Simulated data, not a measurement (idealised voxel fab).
The following is a process module called voxel air gaps.
Cross-sectional view cut (width: 245 nm; square cell size: 5 nm).
We lay out every cross-section as a grid of square cells and spell it out in bands from the top down, where one band means one or more rows of cells.
Within each band entry, the heights of the top and of the bottom of the band appear first, in that order and in nm; the materials of the band then follow from left to right, each with its corresponding width in nm. The designation "all across" on a single material indicates that it fills the band from edge to edge; the designation "empty" indicates empty space.
The reference from which all heights are counted is 0, the level beneath which the as-received wafer is entirely one material; the lowest band, having no lower bound, proceeds downward and is written after the example "0 nm and below".
When a width is written as two numbers, as in "30->40", the first number is the width in the top row of cells of the band and the second is the width in its bottom row, and the width changes by the same amount from each row to the next.
The cross-section has no changed cell in any step marked "no modifications".
Enclosed voids (no open way to top), threshold 8 cells or more, entry "Enclosed internal voids", notation width x height at distance, distance from left edge, nm.
That trailing text on a step's line, after the settings, is the simulator's own remark on the step.
The "overlay nm" setting may appear on a step's line; for a step that uses a mask, it gives how far to the right of its planned position the mask lay, and a negative value indicates the left.

**Steps planned for the process**
1 RECEIVE (material Si)
2 CONFORMAL_DEP (material SiO2; thk nm 10)
3 CONFORMAL_DEP (material SiN; thk nm 5)
4 DIRECTIONAL_DEP (material lowk; thk nm 35)
5 DIRECTIONAL_DEP (material aC; thk nm 10)
6 PATTERN (tone open; mask id LINES; material resist; width nm 20; pitch nm 50; thk nm 25; overlay nm 0)
7 DIRECTIONAL_ETCH (etch materials aC; depth nm 10)
8 STRIP (etch materials resist)
9 DIRECTIONAL_ETCH (etch materials lowk; depth nm 35)
10 STRIP (etch materials aC)
11 CONFORMAL_DEP (material TiN; thk nm 5)
12 FILL_DEP (material Ru; thk nm 5)
13 CMP (height nm 50)
14 EPI (material Ru; thk nm 10)
15 SELECTIVE_ETCH (etch materials lowk; depth nm 45)
16 CONFORMAL_DEP (material SiCN; thk nm 5)

**Concerning the first of two wafers, which was run in accordance with the plan**

**Cross-section, incoming material, after step 1**
0 nm and below: Si all across
Enclosed internal voids: none

**Upon completion of step 2, the wafer appears in cross-section as shown**
10 nm to 0 nm: SiO2 all across
Under the height 0 nothing was changed.

**Upon completion of step 3, the wafer appears in cross-section as shown**
15 nm to 10 nm: SiN all across
Under the height 10 nothing was changed.

**Upon completion of step 4, the wafer appears in cross-section as shown**
50 nm to 15 nm: lowk all across
Under the height 15 nothing was changed.

**Upon completion of step 5, the wafer appears in cross-section as shown**
60 nm to 50 nm: aC all across
Under the height 50 nothing was changed.

**Upon completion of step 6, the wafer appears in cross-section as shown**
85 nm to 60 nm: 60 resist / 20 empty / 30 resist / 20 empty / 30 resist / 20 empty / 65 resist
Under the height 60 nothing was changed.

**Upon completion of step 7, the wafer appears in cross-section as shown**
75 nm to 60 nm: 60 resist / 20 empty / 30 resist / 20 empty / 30 resist / 20 empty / 65 resist
60 nm to 50 nm: 60 aC / 20 empty / 30 aC / 20 empty / 30 aC / 20 empty / 65 aC
Under the height 50 nothing was changed.

**Upon completion of step 8, the wafer appears in cross-section as shown**
60 nm to 50 nm: 60 aC / 20 empty / 30 aC / 20 empty / 30 aC / 20 empty / 65 aC
Under the height 50 nothing was changed.

**Upon completion of step 9, the wafer appears in cross-section as shown**
60 nm to 50 nm: 60 aC / 20 empty / 30 aC / 20 empty / 30 aC / 20 empty / 65 aC
50 nm to 15 nm: 60 lowk / 20 empty / 30 lowk / 20 empty / 30 lowk / 20 empty / 65 lowk
Under the height 15 nothing was changed.

**Upon completion of step 10, the wafer appears in cross-section as shown**
50 nm to 15 nm: 60 lowk / 20 empty / 30 lowk / 20 empty / 30 lowk / 20 empty / 65 lowk
Under the height 15 nothing was changed.

**Upon completion of step 11, the wafer appears in cross-section as shown**
55 nm to 50 nm: 65 TiN / 10 empty / 40 TiN / 10 empty / 40 TiN / 10 empty / 70 TiN
50 nm to 20 nm: 60 lowk / 5 TiN / 10 empty / 5 TiN / 30 lowk / 5 TiN / 10 empty / 5 TiN / 30 lowk / 5 TiN / 10 empty / 5 TiN / 65 lowk
20 nm to 15 nm: 60 lowk / 20 TiN / 30 lowk / 20 TiN / 30 lowk / 20 TiN / 65 lowk
Under the height 15 nothing was changed.

**Upon completion of step 12, the wafer appears in cross-section as shown**
60 nm to 55 nm: Ru all across
55 nm to 50 nm: 65 TiN / 10 Ru / 40 TiN / 10 Ru / 40 TiN / 10 Ru / 70 TiN
50 nm to 20 nm: 60 lowk / 5 TiN / 10 Ru / 5 TiN / 30 lowk / 5 TiN / 10 Ru / 5 TiN / 30 lowk / 5 TiN / 10 Ru / 5 TiN / 65 lowk
Under the height 20 nothing was changed.

**Upon completion of step 13, the wafer appears in cross-section as shown**
50 nm to 20 nm: 60 lowk / 5 TiN / 10 Ru / 5 TiN / 30 lowk / 5 TiN / 10 Ru / 5 TiN / 30 lowk / 5 TiN / 10 Ru / 5 TiN / 65 lowk
Under the height 20 nothing was changed.

**Upon completion of step 14, the wafer appears in cross-section as shown**
60 nm to 50 nm: 50 empty / 40 Ru / 10 empty / 40 Ru / 10 empty / 40 Ru / 55 empty
Under the height 50 nothing was changed.

**Upon completion of step 15, the wafer appears in cross-section as shown**
60 nm to 50 nm: 50 empty / 40 Ru / 10 empty / 40 Ru / 10 empty / 40 Ru / 55 empty
50 nm to 20 nm: 60 empty / 5 TiN / 10 Ru / 5 TiN / 30 empty / 5 TiN / 10 Ru / 5 TiN / 30 empty / 5 TiN / 10 Ru / 5 TiN / 65 empty
20 nm to 15 nm: 60 empty / 20 TiN / 30 empty / 20 TiN / 30 empty / 20 TiN / 65 empty
Under the height 15 nothing was changed.

**Upon completion of step 16, the wafer appears in cross-section as shown**
65 nm to 60 nm: 45 empty / 150 SiCN / 50 empty
60 nm to 50 nm: 45 empty / 5 SiCN / 40 Ru / 10 SiCN / 40 Ru / 10 SiCN / 40 Ru / 5 SiCN / 50 empty
50 nm to 45 nm: 45 empty / 15 SiCN / 5 TiN / 10 Ru / 5 TiN / 30 SiCN / 5 TiN / 10 Ru / 5 TiN / 30 SiCN / 5 TiN / 10 Ru / 5 TiN / 15 SiCN / 50 empty
45 nm to 20 nm: 55 empty / 5 SiCN / 5 TiN / 10 Ru / 5 TiN / 5 SiCN / 20 empty / 5 SiCN / 5 TiN / 10 Ru / 5 TiN / 5 SiCN / 20 empty / 5 SiCN / 5 TiN / 10 Ru / 5 TiN / 5 SiCN / 60 empty
20 nm to 15 nm: 60 SiCN / 20 TiN / 30 SiCN / 20 TiN / 30 SiCN / 20 TiN / 65 SiCN
Under the height 15 nothing was changed.
Enclosed internal voids: 20 x 25 at 85; 20 x 25 at 135

**Wafer two. Identical start, identical plan. One mistake in execution. Identical history through step 5**

**Here is the second wafer in cross-section at the point where step 6 of the plan should have been done**
85 nm to 60 nm: 60 resist / 25 empty / 25 resist / 25 empty / 25 resist / 25 empty / 60 resist
Under the height 60 nothing was changed.

**Here is the second wafer in cross-section at the point where step 7 of the plan should have been done**
75 nm to 60 nm: 60 resist / 25 empty / 25 resist / 25 empty / 25 resist / 25 empty / 60 resist
60 nm to 50 nm: 60 aC / 25 empty / 25 aC / 25 empty / 25 aC / 25 empty / 60 aC
Under the height 50 nothing was changed.

**Here is the second wafer in cross-section at the point where step 8 of the plan should have been done**
60 nm to 50 nm: 60 aC / 25 empty / 25 aC / 25 empty / 25 aC / 25 empty / 60 aC
Under the height 50 nothing was changed.

**Here is the second wafer in cross-section at the point where step 9 of the plan should have been done**
60 nm to 50 nm: 60 aC / 25 empty / 25 aC / 25 empty / 25 aC / 25 empty / 60 aC
50 nm to 15 nm: 60 lowk / 25 empty / 25 lowk / 25 empty / 25 lowk / 25 empty / 60 lowk
Under the height 15 nothing was changed.

**Here is the second wafer in cross-section at the point where step 10 of the plan should have been done**
50 nm to 15 nm: 60 lowk / 25 empty / 25 lowk / 25 empty / 25 lowk / 25 empty / 60 lowk
Under the height 15 nothing was changed.

**Here is the second wafer in cross-section at the point where step 11 of the plan should have been done**
55 nm to 50 nm: 65 TiN / 15 empty / 35 TiN / 15 empty / 35 TiN / 15 empty / 65 TiN
50 nm to 20 nm: 60 lowk / 5 TiN / 15 empty / 5 TiN / 25 lowk / 5 TiN / 15 empty / 5 TiN / 25 lowk / 5 TiN / 15 empty / 5 TiN / 60 lowk
20 nm to 15 nm: 60 lowk / 25 TiN / 25 lowk / 25 TiN / 25 lowk / 25 TiN / 60 lowk
Under the height 15 nothing was changed.

**Here is the second wafer in cross-section at the point where step 12 of the plan should have been done**
60 nm to 55 nm: Ru all across
55 nm to 50 nm: 65 TiN / 15 Ru / 35 TiN / 15 Ru / 35 TiN / 15 Ru / 65 TiN
50 nm to 20 nm: 60 lowk / 5 TiN / 15 Ru / 5 TiN / 25 lowk / 5 TiN / 15 Ru / 5 TiN / 25 lowk / 5 TiN / 15 Ru / 5 TiN / 60 lowk
Under the height 20 nothing was changed.

**Here is the second wafer in cross-section at the point where step 13 of the plan should have been done**
50 nm to 20 nm: 60 lowk / 5 TiN / 15 Ru / 5 TiN / 25 lowk / 5 TiN / 15 Ru / 5 TiN / 25 lowk / 5 TiN / 15 Ru / 5 TiN / 60 lowk
Under the height 20 nothing was changed.

**Here is the second wafer in cross-section at the point where step 14 of the plan should have been done**
60 nm to 50 nm: 50 empty / 45 Ru / 5 empty / 45 Ru / 5 empty / 45 Ru / 50 empty
Under the height 50 nothing was changed.

**Here is the second wafer in cross-section at the point where step 15 of the plan should have been done**
60 nm to 50 nm: 50 empty / 45 Ru / 5 empty / 45 Ru / 5 empty / 45 Ru / 50 empty
50 nm to 20 nm: 60 empty / 5 TiN / 15 Ru / 5 TiN / 25 empty / 5 TiN / 15 Ru / 5 TiN / 25 empty / 5 TiN / 15 Ru / 5 TiN / 60 empty
20 nm to 15 nm: 60 empty / 25 TiN / 25 empty / 25 TiN / 25 empty / 25 TiN / 60 empty
Under the height 15 nothing was changed.

**Here is the second wafer in cross-section at the point where step 16 of the plan should have been done**
65 nm to 60 nm: 45 empty / 155 SiCN / 45 empty
60 nm to 50 nm: 45 empty / 5 SiCN / 45 Ru / 5 SiCN / 45 Ru / 5 SiCN / 45 Ru / 5 SiCN / 45 empty
50 nm to 45 nm: 45 empty / 15 SiCN / 5 TiN / 15 Ru / 5 TiN / 25 SiCN / 5 TiN / 15 Ru / 5 TiN / 25 SiCN / 5 TiN / 15 Ru / 5 TiN / 15 SiCN / 45 empty
45 nm to 20 nm: 55 empty / 5 SiCN / 5 TiN / 15 Ru / 5 TiN / 5 SiCN / 15 empty / 5 SiCN / 5 TiN / 15 Ru / 5 TiN / 5 SiCN / 15 empty / 5 SiCN / 5 TiN / 15 Ru / 5 TiN / 5 SiCN / 55 empty
20 nm to 15 nm: 60 SiCN / 25 TiN / 25 SiCN / 25 TiN / 25 SiCN / 25 TiN / 60 SiCN
Under the height 15 nothing was changed.
Enclosed internal voids: 15 x 25 at 90; 15 x 25 at 140
Run error: so step 6 ended up running with a different setting than we planned, it ran as PATTERN (tone open; mask id LINES; material resist; width nm 25; pitch nm 50; thk nm 25; overlay nm 0)
Upon completion, the second wafer contains, in terms of cells, a greater or smaller amount of certain materials than the first wafer: Ru: 24 more | SiCN: 8 fewer | TiN: 3 more
